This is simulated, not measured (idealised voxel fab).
The process module presented herein is designated voxel self aligned vias.
Displayed cross-section: cut, width of 260 nm, square cells sized 5 nm.
A cross-section is a grid of square cells, given in bands from the top down. A band is one or more rows of cells. Band: top and bottom heights (nm) first, top before bottom; then materials from left to right, widths in nm. "full width" marks a sole material filling the band edge to edge. "blank" denotes empty space. Height 0 is the level under which the wafer as received is all one material. The lowest band goes on downwards, as in "z 0 and below". It should be noted that a width expressed as "30->40" varies in equal increments from row to row of cells within the band, taking the value of the first number at the top row and that of the second number at the bottom row. "no alteration" after a step means that no cell of the cross-section changed. Listed in "Sealed void list": every empty space of 8 or more cells without an open way to the top. Form: width x height at distance, the distance being from the left edge, all in nm. Where a step's line continues beyond its settings, the continuation is a remark by the simulator itself on that step. overlay nm, on a step with a mask: how far to the right of its planned place the mask lay; to the left if negative.
SET OUT BELOW ARE THE PLANNED STEPS OF THE PROCESS
1. RECEIVE [material Si]
2. CONFORMAL_DEP [material SiO2] [thk nm 15]
3. CONFORMAL_DEP [material SiCN] [thk nm 5]
4. DIRECTIONAL_DEP [material lowk] [thk nm 25]
5. DIRECTIONAL_DEP [material aC] [thk nm 10]
6. PATTERN [tone open] [mask id LINES] [material resist] [width nm 30] [pitch nm 65] [thk nm 25] [overlay nm 0]
7. DIRECTIONAL_ETCH [etch materials aC] [depth nm 10]
8. STRIP [etch materials resist]
9. DIRECTIONAL_ETCH [etch materials lowk] [depth nm 25]
10. STRIP [etch materials aC]
11. CONFORMAL_DEP [material TiN] [thk nm 5]
12. FILL_DEP [material W] [thk nm 5]
13. CMP [height nm 45]
14. SELECTIVE_ETCH [etch materials W Ru TiN] [depth nm 10]
15. FILL_DEP [material SiN] [thk nm 10]
16. CMP [height nm 45]
17. DIRECTIONAL_DEP [material lowk] [thk nm 15]
18. PATTERN [tone open] [mask id VIAS] [material resist] [width nm 50] [pitch nm 65] [thk nm 15] [overlay nm 0]
19. DIRECTIONAL_ETCH [etch materials lowk] [depth nm 15]
20. DIRECTIONAL_ETCH [etch materials SiN] [depth nm 10]
21. STRIP [etch materials resist]
22. CONFORMAL_DEP [material TiN] [thk nm 5]
23. FILL_DEP [material Ru] [thk nm 10]
24. CMP [height nm 60]
25. CONFORMAL_DEP [material SiCN] [thk nm 5]
WAFER CROSS-SECTION ON RECEIPT, I.E. AFTER STEP 1
  z 0 and below = Si full width
  Sealed void list: none
FIRST OF TWO WAFERS, END-OF-MODULE SECTION, RUN FOLLOWED PLAN
  z 65 to 60 = SiCN full width
  z 60 to 50 = lowk=70 | TiN=5 | Ru=40 | TiN=5 | lowk=15 | TiN=5 | Ru=40 | TiN=5 | lowk=75
  z 50 to 40 = lowk=70->80 | TiN=15->5 | Ru=20 | TiN=15->5 | lowk=15->35 | TiN=15->5 | Ru=20 | TiN=15->5 | lowk=75->85
  z 40 to 35 = lowk=80 | TiN=30 | lowk=35 | TiN=30 | lowk=85
  z 35 to 25 = lowk=80 | TiN=5 | W=20 | TiN=5 | lowk=35 | TiN=5 | W=20 | TiN=5 | lowk=85
  z 25 to 20 = lowk=80 | TiN=30 | lowk=35 | TiN=30 | lowk=85
  z 20 to 15 = SiCN full width
  z 15 to 0 = SiO2 full width
  z 0 and below = Si full width
  Sealed void list: none
CROSS-SECTION, SECOND WAFER: SAME START AS THE FIRST, SAME PLAN AS THE FIRST, ONE MISTAKE IN RUNNING IT; TAKEN AT THE END OF THE MODULE
  z 65 to 60 = SiCN full width
  z 60 to 50 = lowk=70 | TiN=5 | Ru=40 | TiN=5 | lowk=15 | TiN=5 | Ru=40 | TiN=5 | lowk=75
  z 50 to 40 = lowk=70->80 | TiN=15->5 | Ru=20 | TiN=15->5 | lowk=15->35 | TiN=15->5 | Ru=20 | TiN=15->5 | lowk=75->85
  z 40 to 30 = lowk=80 | TiN=30 | lowk=35 | TiN=30 | lowk=85
  z 30 to 15 = SiCN full width
  z 15 to 0 = SiO2 full width
  z 0 and below = Si full width
  Sealed void list: none
The plan and the run diverged here: off-plan run, step 3, actual operation and settings CONFORMAL_DEP [material SiCN] [thk nm 15]
Cell-count delta at end, second wafer over first, by material: SiCN: 104 more | TiN: 8 fewer | W: 16 fewer | lowk: 80 fewer
